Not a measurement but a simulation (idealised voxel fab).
Name of the process module below: voxel transistor to metal
This is section cut - it's 185 nm across, gridded in 5 nm square cells.
Cross-sections here: square-cell grids, written as top-down lists of bands, a band being one or more rows of cells.
Band entry format. Leading values: height of top, height of bottom, nm. Remainder: materials in left-to-right order, each with its width in nm. Special words: "edge to edge" on a single material, which then fills the band edge to edge; "empty", empty space.
Measure heights from 0. That's the level where, below it, the as-received wafer is all one material. The lowest band is bottomless and extends downward; write it as in "0 -> down".
Quick explanation for "30..40": the width changes in equal steps down the rows of cells, from the first number in the band's top row to the second number in its bottom row.
No cell of the cross-section changed in a step that is given as "remained the same".
So "Trapped cavities" is basically the list of trapped voids: any empty space of 8 cells or more that can't reach the top through an opening. They're written width x height at distance, the distance being from the left edge, and it's all nm.
It should be noted that, on the line of a given step, the content following the step's settings is a remark produced by the simulator itself with respect to that step.
The "overlay nm" setting may appear on a step's line; for a step that uses a mask, it gives how far to the right of its planned position the mask lay, and a negative value indicates the left.
Planned process steps:
step 1: RECEIVE with material Si
step 2: CONFORMAL_DEP with material SiO2, thk nm 5
step 3: CONFORMAL_DEP with material SiN, thk nm 10
step 4: PATTERN with tone cover, mask id ACTIVE, material resist, width nm 115, thk nm 20, overlay nm 0
step 5: DIRECTIONAL_ETCH with etch materials SiN, depth nm 10
step 6: DIRECTIONAL_ETCH with etch materials SiO2, depth nm 5
step 7: DIRECTIONAL_ETCH with etch materials Si, depth nm 35
step 8: STRIP with etch materials resist
step 9: OXIDIZE with depth nm 5
step 10: FILL_DEP with material SiO2, thk nm 5
step 11: CMP with height nm 15
step 12: SELECTIVE_ETCH with etch materials SiO2, depth nm 10
step 13: STRIP with etch materials SiN
step 14: SELECTIVE_ETCH with etch materials SiO2, depth nm 5
step 15: OXIDIZE with depth nm 5
step 16: DIRECTIONAL_DEP with material polySi, thk nm 25
step 17: DIRECTIONAL_DEP with material SiCN, thk nm 15
step 18: MASKED_ETCH with tone cover, mask id GATE, width nm 25, etch materials SiCN, depth nm 25, overlay nm 0
step 19: MASKED_ETCH with tone cover, mask id GATE, width nm 25, etch materials polySi, depth nm 35, overlay nm 0
step 20: CONFORMAL_DEP with material SiO2, thk nm 5
step 21: DIRECTIONAL_ETCH with etch materials SiO2, depth nm 5
step 22: CONFORMAL_DEP with material SiN, thk nm 10
step 23: DIRECTIONAL_ETCH with etch materials SiN, depth nm 10
step 24: DIRECTIONAL_ETCH with etch materials SiO2, depth nm 5
step 25: EPI with material pSi, thk nm 5
step 26: FILL_DEP with material SiO2, thk nm 10
step 27: CMP with height nm 25
step 28: STRIP with etch materials polySi
step 29: SELECTIVE_ETCH with etch materials SiO2, depth nm 5
step 30: CONFORMAL_DEP with material HfO2, thk nm 5
step 31: CONFORMAL_DEP with material TiN, thk nm 5
step 32: FILL_DEP with material W, thk nm 10
step 33: CMP with height nm 20
step 34: DIRECTIONAL_DEP with material SiO2, thk nm 15
step 35: PATTERN with tone open, mask id CONTACT, material resist, width nm 15, pitch nm 80, thk nm 20, overlay nm 0
step 36: DIRECTIONAL_ETCH with etch materials SiO2, depth nm 35
step 37: STRIP with etch materials resist
step 38: CONFORMAL_DEP with material TiN, thk nm 5
step 39: FILL_DEP with material Ru, thk nm 5
step 40: CMP with height nm 35
step 41: CONFORMAL_DEP with material SiN, thk nm 5
step 42: DIRECTIONAL_DEP with material lowk, thk nm 20
step 43: MASKED_ETCH with tone open, mask id METAL_1, width nm 15, pitch nm 80, etch materials lowk, depth nm 20, overlay nm 0
step 44: MASKED_ETCH with tone open, mask id METAL_1, width nm 15, pitch nm 80, etch materials SiN, depth nm 5, overlay nm 0
step 45: CONFORMAL_DEP with material TiN, thk nm 5
step 46: FILL_DEP with material Cu, thk nm 10
step 47: CMP with height nm 60
step 48: CONFORMAL_DEP with material SiN, thk nm 5
First of two wafers - as planned:
So this is the incoming wafer in cross-section - it's already been through step 1:
> 0 -> down  Si edge to edge
> Trapped cavities: none
Cross-section: wafer state after step 2:
> 5 -> 0  SiO2 edge to edge
> Below 0, the layers are the same as they were.
Cross-section: wafer state after step 3:
> 15 -> 5  SiN edge to edge
> Below 5, the layers are the same as they were.
Cross-section: wafer state after step 4:
> 35 -> 15  35 of empty, 115 of resist, 35 of empty
> Below 15, the layers are the same as they were.
Cross-section: wafer state after step 5:
> 35 -> 15  35 of empty, 115 of resist, 35 of empty
> 15 -> 5  35 of empty, 115 of SiN, 35 of empty
> Below 5, the layers are the same as they were.
Cross-section: wafer state after step 6:
> 35 -> 15  35 of empty, 115 of resist, 35 of empty
> 15 -> 5  35 of empty, 115 of SiN, 35 of empty
> 5 -> 0  35 of empty, 115 of SiO2, 35 of empty
> Below 0, the layers are the same as they were.
Cross-section: wafer state after step 7:
> 35 -> 15  35 of empty, 115 of resist, 35 of empty
> 15 -> 5  35 of empty, 115 of SiN, 35 of empty
> 5 -> 0  35 of empty, 115 of SiO2, 35 of empty
> 0 -> -35  35 of empty, 115 of Si, 35 of empty
> Below -35, the layers are the same as they were.
Cross-section: wafer state after step 8:
> 15 -> 5  35 of empty, 115 of SiN, 35 of empty
> Below 5, the layers are the same as they were.
Cross-section: wafer state after step 9:
> 15 -> 5  35 of empty, 115 of SiN, 35 of empty
> 5 -> 0  35 of empty, 115 of SiO2, 35 of empty
> 0 -> -35  35 of empty, 5 of SiO2, 105 of Si, 5 of SiO2, 35 of empty
> -35 -> -40  40 of SiO2, 105 of Si, 40 of SiO2
> Below -40, the layers are the same as they were.
Cross-section: wafer state after step 10:
> 20 -> 15  SiO2 edge to edge
> 15 -> 5  35 of SiO2, 115 of SiN, 35 of SiO2
> 5 -> 0  SiO2 edge to edge
> 0 -> -40  40 of SiO2, 105 of Si, 40 of SiO2
> Below -40, the layers are the same as they were.
Cross-section: wafer state after step 11:
> 15 -> 5  35 of SiO2, 115 of SiN, 35 of SiO2
> Below 5, the layers are the same as they were.
Cross-section: wafer state after step 12:
> 15 -> 5  35 of empty, 115 of SiN, 35 of empty
> Below 5, the layers are the same as they were.
Cross-section: wafer state after step 13:
> 5 -> 0  SiO2 edge to edge
> Below 0, the layers are the same as they were.
Cross-section: wafer state after step 14:
> 0 -> -40  40 of SiO2, 105 of Si, 40 of SiO2
> Below -40, the layers are the same as they were.
Cross-section: wafer state after step 15:
> 0 -> -5  SiO2 edge to edge
> Below -5, the layers are the same as they were.
Cross-section: wafer state after step 16:
> 25 -> 0  polySi edge to edge
> Below 0, the layers are the same as they were.
Cross-section: wafer state after step 17:
> 40 -> 25  SiCN edge to edge
> Below 25, the layers are the same as they were.
Cross-section: wafer state after step 18:
> 40 -> 25  80 of empty, 25 of SiCN, 80 of empty
> Below 25, the layers are the same as they were.
Cross-section: wafer state after step 19:
> 40 -> 25  80 of empty, 25 of SiCN, 80 of empty
> 25 -> 0  80 of empty, 25 of polySi, 80 of empty
> Below 0, the layers are the same as they were.
Cross-section: wafer state after step 20:
> 45 -> 40  75 of empty, 35 of SiO2, 75 of empty
> 40 -> 25  75 of empty, 5 of SiO2, 25 of SiCN, 5 of SiO2, 75 of empty
> 25 -> 5  75 of empty, 5 of SiO2, 25 of polySi, 5 of SiO2, 75 of empty
> 5 -> 0  80 of SiO2, 25 of polySi, 80 of SiO2
> Below 0, the layers are the same as they were.
Cross-section: wafer state after step 21:
> 40 -> 25  75 of empty, 5 of SiO2, 25 of SiCN, 5 of SiO2, 75 of empty
> 25 -> 0  75 of empty, 5 of SiO2, 25 of polySi, 5 of SiO2, 75 of empty
> Below 0, the layers are the same as they were.
Cross-section: wafer state after step 22:
> 50 -> 40  65 of empty, 55 of SiN, 65 of empty
> 40 -> 25  65 of empty, 10 of SiN, 5 of SiO2, 25 of SiCN, 5 of SiO2, 10 of SiN, 65 of empty
> 25 -> 10  65 of empty, 10 of SiN, 5 of SiO2, 25 of polySi, 5 of SiO2, 10 of SiN, 65 of empty
> 10 -> 0  75 of SiN, 5 of SiO2, 25 of polySi, 5 of SiO2, 75 of SiN
> Below 0, the layers are the same as they were.
Cross-section: wafer state after step 23:
> 40 -> 25  65 of empty, 10 of SiN, 5 of SiO2, 25 of SiCN, 5 of SiO2, 10 of SiN, 65 of empty
> 25 -> 0  65 of empty, 10 of SiN, 5 of SiO2, 25 of polySi, 5 of SiO2, 10 of SiN, 65 of empty
> Below 0, the layers are the same as they were.
Cross-section: wafer state after step 24:
> 40 -> 35  65 of empty, 10 of SiN, 5 of empty, 25 of SiCN, 5 of empty, 10 of SiN, 65 of empty
> 35 -> 25  65 of empty, 10 of SiN, 5 of SiO2, 25 of SiCN, 5 of SiO2, 10 of SiN, 65 of empty
> 25 -> 0  65 of empty, 10 of SiN, 5 of SiO2, 25 of polySi, 5 of SiO2, 10 of SiN, 65 of empty
> 0 -> -5  65 of empty, 55 of SiO2, 65 of empty
> Below -5, the layers are the same as they were.
Cross-section: wafer state after step 25:
> 40 -> 35  65 of empty, 10 of SiN, 5 of empty, 25 of SiCN, 5 of empty, 10 of SiN, 65 of empty
> 35 -> 25  65 of empty, 10 of SiN, 5 of SiO2, 25 of SiCN, 5 of SiO2, 10 of SiN, 65 of empty
> 25 -> 0  65 of empty, 10 of SiN, 5 of SiO2, 25 of polySi, 5 of SiO2, 10 of SiN, 65 of empty
> 0 -> -5  35 of empty, 30 of pSi, 55 of SiO2, 30 of pSi, 35 of empty
> Below -5, the layers are the same as they were.
Cross-section: wafer state after step 26:
> 50 -> 40  SiO2 edge to edge
> 40 -> 25  65 of SiO2, 10 of SiN, 5 of SiO2, 25 of SiCN, 5 of SiO2, 10 of SiN, 65 of SiO2
> 25 -> 0  65 of SiO2, 10 of SiN, 5 of SiO2, 25 of polySi, 5 of SiO2, 10 of SiN, 65 of SiO2
> 0 -> -5  35 of SiO2, 30 of pSi, 55 of SiO2, 30 of pSi, 35 of SiO2
> Below -5, the layers are the same as they were.
Cross-section: wafer state after step 27:
> 25 -> 0  65 of SiO2, 10 of SiN, 5 of SiO2, 25 of polySi, 5 of SiO2, 10 of SiN, 65 of SiO2
> Below 0, the layers are the same as they were.
Cross-section: wafer state after step 28:
> 25 -> 0  65 of SiO2, 10 of SiN, 5 of SiO2, 25 of empty, 5 of SiO2, 10 of SiN, 65 of SiO2
> Below 0, the layers are the same as they were.
Cross-section: wafer state after step 29:
> 25 -> 20  65 of empty, 10 of SiN, 35 of empty, 10 of SiN, 65 of empty
> 20 -> 0  65 of SiO2, 10 of SiN, 35 of empty, 10 of SiN, 65 of SiO2
> 0 -> -5  35 of SiO2, 30 of pSi, 10 of SiO2, 35 of empty, 10 of SiO2, 30 of pSi, 35 of SiO2
> Below -5, the layers are the same as they were.
Cross-section: wafer state after step 30:
> 30 -> 25  60 of empty, 20 of HfO2, 25 of empty, 20 of HfO2, 60 of empty
> 25 -> 20  65 of HfO2, 10 of SiN, 5 of HfO2, 25 of empty, 5 of HfO2, 10 of SiN, 65 of HfO2
> 20 -> 0  65 of SiO2, 10 of SiN, 5 of HfO2, 25 of empty, 5 of HfO2, 10 of SiN, 65 of SiO2
> 0 -> -5  35 of SiO2, 30 of pSi, 10 of SiO2, 35 of HfO2, 10 of SiO2, 30 of pSi, 35 of SiO2
> Below -5, the layers are the same as they were.
Cross-section: wafer state after step 31:
> 35 -> 30  55 of empty, 30 of TiN, 15 of empty, 30 of TiN, 55 of empty
> 30 -> 25  60 of TiN, 20 of HfO2, 5 of TiN, 15 of empty, 5 of TiN, 20 of HfO2, 60 of TiN
> 25 -> 20  65 of HfO2, 10 of SiN, 5 of HfO2, 5 of TiN, 15 of empty, 5 of TiN, 5 of HfO2, 10 of SiN, 65 of HfO2
> 20 -> 5  65 of SiO2, 10 of SiN, 5 of HfO2, 5 of TiN, 15 of empty, 5 of TiN, 5 of HfO2, 10 of SiN, 65 of SiO2
> 5 -> 0  65 of SiO2, 10 of SiN, 5 of HfO2, 25 of TiN, 5 of HfO2, 10 of SiN, 65 of SiO2
> Below 0, the layers are the same as they were.
Cross-section: wafer state after step 32:
> 45 -> 35  W edge to edge
> 35 -> 30  55 of W, 30 of TiN, 15 of W, 30 of TiN, 55 of W
> 30 -> 25  60 of TiN, 20 of HfO2, 5 of TiN, 15 of W, 5 of TiN, 20 of HfO2, 60 of TiN
> 25 -> 20  65 of HfO2, 10 of SiN, 5 of HfO2, 5 of TiN, 15 of W, 5 of TiN, 5 of HfO2, 10 of SiN, 65 of HfO2
> 20 -> 5  65 of SiO2, 10 of SiN, 5 of HfO2, 5 of TiN, 15 of W, 5 of TiN, 5 of HfO2, 10 of SiN, 65 of SiO2
> Below 5, the layers are the same as they were.
Cross-section: wafer state after step 33:
> 20 -> 5  65 of SiO2, 10 of SiN, 5 of HfO2, 5 of TiN, 15 of W, 5 of TiN, 5 of HfO2, 10 of SiN, 65 of SiO2
> Below 5, the layers are the same as they were.
Cross-section: wafer state after step 34:
> 35 -> 20  SiO2 edge to edge
> Below 20, the layers are the same as they were.
Cross-section: wafer state after step 35:
> 55 -> 35  45 of resist, 15 of empty, 65 of resist, 15 of empty, 45 of resist
> Below 35, the layers are the same as they were.
Cross-section: wafer state after step 36:
> 55 -> 35  45 of resist, 15 of empty, 65 of resist, 15 of empty, 45 of resist
> 35 -> 20  45 of SiO2, 15 of empty, 65 of SiO2, 15 of empty, 45 of SiO2
> 20 -> 5  45 of SiO2, 15 of empty, 5 of SiO2, 10 of SiN, 5 of HfO2, 5 of TiN, 15 of W, 5 of TiN, 5 of HfO2, 10 of SiN, 5 of SiO2, 15 of empty, 45 of SiO2
> 5 -> 0  45 of SiO2, 15 of empty, 5 of SiO2, 10 of SiN, 5 of HfO2, 25 of TiN, 5 of HfO2, 10 of SiN, 5 of SiO2, 15 of empty, 45 of SiO2
> Below 0, the layers are the same as they were.
Cross-section: wafer state after step 37:
> 35 -> 20  45 of SiO2, 15 of empty, 65 of SiO2, 15 of empty, 45 of SiO2
> Below 20, the layers are the same as they were.
Cross-section: wafer state after step 38:
> 40 -> 35  50 of TiN, 5 of empty, 75 of TiN, 5 of empty, 50 of TiN
> 35 -> 20  45 of SiO2, 5 of TiN, 5 of empty, 5 of TiN, 65 of SiO2, 5 of TiN, 5 of empty, 5 of TiN, 45 of SiO2
> 20 -> 5  45 of SiO2, 5 of TiN, 5 of empty, 5 of TiN, 5 of SiO2, 10 of SiN, 5 of HfO2, 5 of TiN, 15 of W, 5 of TiN, 5 of HfO2, 10 of SiN, 5 of SiO2, 5 of TiN, 5 of empty, 5 of TiN, 45 of SiO2
> 5 -> 0  45 of SiO2, 15 of TiN, 5 of SiO2, 10 of SiN, 5 of HfO2, 25 of TiN, 5 of HfO2, 10 of SiN, 5 of SiO2, 15 of TiN, 45 of SiO2
> Below 0, the layers are the same as they were.
Cross-section: wafer state after step 39:
> 45 -> 40  Ru edge to edge
> 40 -> 35  50 of TiN, 5 of Ru, 75 of TiN, 5 of Ru, 50 of TiN
> 35 -> 20  45 of SiO2, 5 of TiN, 5 of Ru, 5 of TiN, 65 of SiO2, 5 of TiN, 5 of Ru, 5 of TiN, 45 of SiO2
> 20 -> 5  45 of SiO2, 5 of TiN, 5 of Ru, 5 of TiN, 5 of SiO2, 10 of SiN, 5 of HfO2, 5 of TiN, 15 of W, 5 of TiN, 5 of HfO2, 10 of SiN, 5 of SiO2, 5 of TiN, 5 of Ru, 5 of TiN, 45 of SiO2
> Below 5, the layers are the same as they were.
Cross-section: wafer state after step 40:
> 35 -> 20  45 of SiO2, 5 of TiN, 5 of Ru, 5 of TiN, 65 of SiO2, 5 of TiN, 5 of Ru, 5 of TiN, 45 of SiO2
> Below 20, the layers are the same as they were.
Cross-section: wafer state after step 41:
> 40 -> 35  SiN edge to edge
> Below 35, the layers are the same as they were.
Cross-section: wafer state after step 42:
> 60 -> 40  lowk edge to edge
> Below 40, the layers are the same as they were.
Cross-section: wafer state after step 43:
> 60 -> 40  45 of lowk, 15 of empty, 65 of lowk, 15 of empty, 45 of lowk
> Below 40, the layers are the same as they were.
Cross-section: wafer state after step 44:
> 60 -> 40  45 of lowk, 15 of empty, 65 of lowk, 15 of empty, 45 of lowk
> 40 -> 35  45 of SiN, 15 of empty, 65 of SiN, 15 of empty, 45 of SiN
> Below 35, the layers are the same as they were.
Cross-section: wafer state after step 45:
> 65 -> 60  50 of TiN, 5 of empty, 75 of TiN, 5 of empty, 50 of TiN
> 60 -> 40  45 of lowk, 5 of TiN, 5 of empty, 5 of TiN, 65 of lowk, 5 of TiN, 5 of empty, 5 of TiN, 45 of lowk
> 40 -> 35  45 of SiN, 15 of TiN, 65 of SiN, 15 of TiN, 45 of SiN
> Below 35, the layers are the same as they were.
Cross-section: wafer state after step 46:
> 75 -> 65  Cu edge to edge
> 65 -> 60  50 of TiN, 5 of Cu, 75 of TiN, 5 of Cu, 50 of TiN
> 60 -> 40  45 of lowk, 5 of TiN, 5 of Cu, 5 of TiN, 65 of lowk, 5 of TiN, 5 of Cu, 5 of TiN, 45 of lowk
> Below 40, the layers are the same as they were.
Cross-section: wafer state after step 47:
> 60 -> 40  45 of lowk, 5 of TiN, 5 of Cu, 5 of TiN, 65 of lowk, 5 of TiN, 5 of Cu, 5 of TiN, 45 of lowk
> Below 40, the layers are the same as they were.
Cross-section: wafer state after step 48:
> 65 -> 60  SiN edge to edge
> Below 60, the layers are the same as they were.
The remaining wafer, second of the two, started like the first and was run to the same plan, except that one mistake was made along the way; the two coincide through step 45, inclusive:
X-section, second wafer, when step 46 was due to finish:
> 75 -> 65  polySi edge to edge
> 65 -> 60  50 of TiN, 5 of polySi, 75 of TiN, 5 of polySi, 50 of TiN
> 60 -> 40  45 of lowk, 5 of TiN, 5 of polySi, 5 of TiN, 65 of lowk, 5 of TiN, 5 of polySi, 5 of TiN, 45 of lowk
> Below 40, the layers are the same as they were.
X-section, second wafer, when step 47 was due to finish:
> 60 -> 40  45 of lowk, 5 of TiN, 5 of polySi, 5 of TiN, 65 of lowk, 5 of TiN, 5 of polySi, 5 of TiN, 45 of lowk
> Below 40, the layers are the same as they were.
X-section, second wafer, when step 48 was due to finish:
> 65 -> 60  SiN edge to edge
> Below 60, the layers are the same as they were.
Deviation noted in wafer processing: for step 46, the planned setting was not used; the step was instead run as FILL_DEP with material polySi, thk nm 10
Wrapping up, a cell-based count of both wafers puts the second over or under the first for these materials: 8 fewer of Cu; 8 more of polySi
